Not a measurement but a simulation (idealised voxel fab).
Documented hereafter: the process module known as voxel wiring stack.
The cross-section on display is named cut; it measures 215 nm wide, and its cells are 5 nm squares.
A cross-section is written here as square cells arranged in a grid, and it is given in bands from the top down, each band taking up one or more rows of cells.
Heights first: top, then bottom, in nm. Then materials, left to right, each with a width in nm. "full width" on a single material: fills the band edge to edge. "empty": empty space.
The reference from which all heights are counted is 0, the level beneath which the as-received wafer is entirely one material; the lowest band, having no lower bound, proceeds downward and is written after the example "z 0 and below".
Read "30..40" as a graded width: first number on top, second number at the bottom, same change between each pair of neighbouring rows.
Take "nothing got changed" at face value: in the step it is given for, the cross-section changed in none of its cells.
Closed empty spaces (no open way to the top) of 8 cells or more are what "Closed-off voids" lists, each as width x height at distance from the left edge, nm for all three.
Whatever follows a step's settings on its line is a remark the simulator itself makes about that step.
"overlay nm" answers the question of how far to the right of plan the mask lay on a step that has a mask, and when it is negative the answer is to the left.
**Planned process steps**
1 RECEIVE, material Si
2 CONFORMAL_DEP, material SiO2, thk nm 10
3 CONFORMAL_DEP, material SiN, thk nm 5
4 DIRECTIONAL_DEP, material SiO2, thk nm 25
5 DIRECTIONAL_DEP, material aC, thk nm 15
6 PATTERN, tone open, mask id METAL_1, material resist, width nm 30, pitch nm 50, thk nm 30, overlay nm 0
7 DIRECTIONAL_ETCH, etch materials aC, depth nm 15
8 STRIP, etch materials resist
9 DIRECTIONAL_ETCH, etch materials SiO2, depth nm 25
10 DIRECTIONAL_ETCH, etch materials SiN, depth nm 5
11 STRIP, etch materials aC
12 CONFORMAL_DEP, material TiN, thk nm 5
13 FILL_DEP, material Cu, thk nm 5
14 CMP, height nm 40
15 CONFORMAL_DEP, material SiCN, thk nm 5
16 DIRECTIONAL_DEP, material SiO2, thk nm 35
17 DIRECTIONAL_DEP, material aC, thk nm 15
18 PATTERN, tone open, mask id METAL_2, material resist, width nm 30, pitch nm 50, thk nm 35, overlay nm 0
19 DIRECTIONAL_ETCH, etch materials aC, depth nm 15
20 STRIP, etch materials resist
21 DIRECTIONAL_ETCH, etch materials SiO2, depth nm 20
22 STRIP, etch materials aC
23 MASKED_ETCH, tone open, mask id METAL_2_HOLES, width nm 15, pitch nm 100, etch materials SiO2, depth nm 15, overlay nm 0
24 MASKED_ETCH, tone open, mask id METAL_2_HOLES, width nm 15, pitch nm 100, etch materials SiCN, depth nm 5, overlay nm 0
25 CONFORMAL_DEP, material TiN, thk nm 5
26 FILL_DEP, material Cu, thk nm 5
27 CMP, height nm 80
28 CONFORMAL_DEP, material SiCN, thk nm 5
29 DIRECTIONAL_DEP, material SiO2, thk nm 15
30 MASKED_ETCH, tone open, mask id PLUG_2, width nm 15, pitch nm 50, etch materials SiO2, depth nm 15, overlay nm 0
31 MASKED_ETCH, tone open, mask id PLUG_2, width nm 15, pitch nm 50, etch materials SiCN, depth nm 5, overlay nm 0
32 CONFORMAL_DEP, material TiN, thk nm 5
33 FILL_DEP, material Ru, thk nm 10
34 CMP, height nm 100
35 CONFORMAL_DEP, material SiCN, thk nm 5
36 DIRECTIONAL_DEP, material SiO2, thk nm 20
37 DIRECTIONAL_DEP, material aC, thk nm 15
38 PATTERN, tone open, mask id METAL_3, material resist, width nm 30, pitch nm 50, thk nm 35, overlay nm 0
39 DIRECTIONAL_ETCH, etch materials aC, depth nm 15
40 STRIP, etch materials resist
41 DIRECTIONAL_ETCH, etch materials SiO2, depth nm 20
42 DIRECTIONAL_ETCH, etch materials SiCN, depth nm 5
43 STRIP, etch materials aC
44 CONFORMAL_DEP, material TiN, thk nm 5
45 FILL_DEP, material Cu, thk nm 5
46 CMP, height nm 125
47 CONFORMAL_DEP, material SiCN, thk nm 5
48 DIRECTIONAL_DEP, material lowk, thk nm 10
49 PATTERN, tone open, mask id PLUG_3, material resist, width nm 15, pitch nm 50, thk nm 15, overlay nm 0
50 DIRECTIONAL_ETCH, etch materials lowk, depth nm 10
51 DIRECTIONAL_ETCH, etch materials SiCN, depth nm 5
52 STRIP, etch materials resist
53 CONFORMAL_DEP, material TiN, thk nm 5
54 FILL_DEP, material Ru, thk nm 10
55 CMP, height nm 140
56 DIRECTIONAL_DEP, material TiN, thk nm 5
57 DIRECTIONAL_DEP, material W, thk nm 20
58 DIRECTIONAL_DEP, material aC, thk nm 10
59 PATTERN, tone cover, mask id METAL_4, material resist, width nm 30, pitch nm 50, thk nm 25, overlay nm 0
60 DIRECTIONAL_ETCH, etch materials aC, depth nm 10
61 STRIP, etch materials resist
62 DIRECTIONAL_ETCH, etch materials W, depth nm 20
63 DIRECTIONAL_ETCH, etch materials TiN, depth nm 5
64 STRIP, etch materials aC
65 CONFORMAL_DEP, material SiCN, thk nm 5
66 FILL_DEP, material SiO2, thk nm 10
67 CMP, height nm 165
68 CONFORMAL_DEP, material SiN, thk nm 5
Variable across wafers: step 23 overlay nm (plan value is that of the first wafer; starting state common to all).
**Cross-section: the first of several wafers in its as-received state, i.e. following step 1**
* z 0 and below  Si full width
* Closed-off voids: none
**After the module's final step, step 68: the first of several wafers in cross-section**
* z 170 to 165  SiN full width
* z 165 to 145  SiO2=10, SiCN=5, W=30, SiCN=5, SiO2=10, SiCN=5, W=30, SiCN=5, SiO2=10, SiCN=5, W=30, SiCN=5, SiO2=10, SiCN=5, W=30, SiCN=5, SiO2=15
* z 145 to 140  SiCN=15, TiN=30, SiCN=20, TiN=30, SiCN=20, TiN=30, SiCN=20, TiN=30, SiCN=20
* z 140 to 130  lowk=15, TiN=5, Ru=5, TiN=5, lowk=35, TiN=5, Ru=5, TiN=5, lowk=35, TiN=5, Ru=5, TiN=5, lowk=35, TiN=5, Ru=5, TiN=5, lowk=35
* z 130 to 125  SiCN=15, TiN=15, SiCN=35, TiN=15, SiCN=35, TiN=15, SiCN=35, TiN=15, SiCN=35
* z 125 to 105  SiO2=15, TiN=5, Cu=20, TiN=5, SiO2=20, TiN=5, Cu=20, TiN=5, SiO2=20, TiN=5, Cu=20, TiN=5, SiO2=20, TiN=5, Cu=20, TiN=5, SiO2=20
* z 105 to 100  SiCN=15, TiN=30, SiCN=20, TiN=30, SiCN=20, TiN=30, SiCN=20, TiN=30, SiCN=20
* z 100 to 85  SiO2=15, TiN=5, Ru=5, TiN=5, SiO2=35, TiN=5, Ru=5, TiN=5, SiO2=35, TiN=5, Ru=5, TiN=5, SiO2=35, TiN=5, Ru=5, TiN=5, SiO2=35
* z 85 to 80  SiCN=15, TiN=15, SiCN=35, TiN=15, SiCN=35, TiN=15, SiCN=35, TiN=15, SiCN=35
* z 80 to 65  SiO2=15, TiN=5, Cu=20, TiN=5, SiO2=20, TiN=5, Cu=20, TiN=5, SiO2=20, TiN=5, Cu=20, TiN=5, SiO2=20, TiN=5, Cu=20, TiN=5, SiO2=20
* z 65 to 60  SiO2=15, TiN=5, Cu=5, TiN=20, SiO2=20, TiN=30, SiO2=20, TiN=5, Cu=5, TiN=20, SiO2=20, TiN=30, SiO2=20
* z 60 to 45  SiO2=15, TiN=5, Cu=5, TiN=5, SiO2=85, TiN=5, Cu=5, TiN=5, SiO2=85
* z 45 to 40  SiCN=15, TiN=15, SiCN=85, TiN=15, SiCN=85
* z 40 to 15  SiO2=15, TiN=5, Cu=20, TiN=5, SiO2=20, TiN=5, Cu=20, TiN=5, SiO2=20, TiN=5, Cu=20, TiN=5, SiO2=20, TiN=5, Cu=20, TiN=5, SiO2=20
* z 15 to 10  SiN=15, TiN=30, SiN=20, TiN=30, SiN=20, TiN=30, SiN=20, TiN=30, SiN=20
* z 10 to 0  SiO2 full width
* z 0 and below  Si full width
* Closed-off voids: none
**End of module: cross-section, last of several wafers**
* z 170 to 165  SiN full width
* z 165 to 145  SiO2=10, SiCN=5, W=30, SiCN=5, SiO2=10, SiCN=5, W=30, SiCN=5, SiO2=10, SiCN=5, W=30, SiCN=5, SiO2=10, SiCN=5, W=30, SiCN=5, SiO2=15
* z 145 to 140  SiCN=15, TiN=30, SiCN=20, TiN=30, SiCN=20, TiN=30, SiCN=20, TiN=30, SiCN=20
* z 140 to 130  lowk=15, TiN=5, Ru=5, TiN=5, lowk=35, TiN=5, Ru=5, TiN=5, lowk=35, TiN=5, Ru=5, TiN=5, lowk=35, TiN=5, Ru=5, TiN=5, lowk=35
* z 130 to 125  SiCN=15, TiN=15, SiCN=35, TiN=15, SiCN=35, TiN=15, SiCN=35, TiN=15, SiCN=35
* z 125 to 105  SiO2=15, TiN=5, Cu=20, TiN=5, SiO2=20, TiN=5, Cu=20, TiN=5, SiO2=20, TiN=5, Cu=20, TiN=5, SiO2=20, TiN=5, Cu=20, TiN=5, SiO2=20
* z 105 to 100  SiCN=15, TiN=30, SiCN=20, TiN=30, SiCN=20, TiN=30, SiCN=20, TiN=30, SiCN=20
* z 100 to 85  SiO2=15, TiN=5, Ru=5, TiN=5, SiO2=35, TiN=5, Ru=5, TiN=5, SiO2=35, TiN=5, Ru=5, TiN=5, SiO2=35, TiN=5, Ru=5, TiN=5, SiO2=35
* z 85 to 80  SiCN=15, TiN=15, SiCN=35, TiN=15, SiCN=35, TiN=15, SiCN=35, TiN=15, SiCN=35
* z 80 to 65  SiO2=15, TiN=5, Cu=20, TiN=5, SiO2=20, TiN=5, Cu=20, TiN=5, SiO2=20, TiN=5, Cu=20, TiN=5, SiO2=20, TiN=5, Cu=20, TiN=5, SiO2=20
* z 65 to 60  SiO2=15, TiN=20, Cu=5, TiN=5, SiO2=20, TiN=30, SiO2=20, TiN=20, Cu=5, TiN=5, SiO2=20, TiN=30, SiO2=20
* z 60 to 50  SiO2=30, TiN=5, Cu=5, TiN=5, SiO2=85, TiN=5, Cu=5, TiN=5, SiO2=70
* z 50 to 45  SiO2=30, TiN=15, SiO2=85, TiN=15, SiO2=70
* z 45 to 40  SiCN full width
* z 40 to 15  SiO2=15, TiN=5, Cu=20, TiN=5, SiO2=20, TiN=5, Cu=20, TiN=5, SiO2=20, TiN=5, Cu=20, TiN=5, SiO2=20, TiN=5, Cu=20, TiN=5, SiO2=20
* z 15 to 10  SiN=15, TiN=30, SiN=20, TiN=30, SiN=20, TiN=30, SiN=20, TiN=30, SiN=20
* z 10 to 0  SiO2 full width
* z 0 and below  Si full width
* Closed-off voids: none
**Tabulated below, wafer by wafer, are the end-of-module results: for each material, the number of cells gained (+) or lost (-) relative to the as-received state, followed by the closed voids**
overlay nm 0, +200 Cu, +20 Ru, +169 SiCN, +62 SiN, +581 SiO2, +272 TiN, +96 W, +62 lowk, Closed-off voids: none
overlay nm 5, +198 Cu, +20 Ru, +171 SiCN, +62 SiN, +581 SiO2, +272 TiN, +96 W, +62 lowk, Closed-off voids: none
overlay nm 10, +198 Cu, +20 Ru, +173 SiCN, +62 SiN, +581 SiO2, +270 TiN, +96 W, +62 lowk, Closed-off voids: none
overlay nm 15, +198 Cu, +20 Ru, +175 SiCN, +62 SiN, +581 SiO2, +268 TiN, +96 W, +62 lowk, Closed-off voids: none
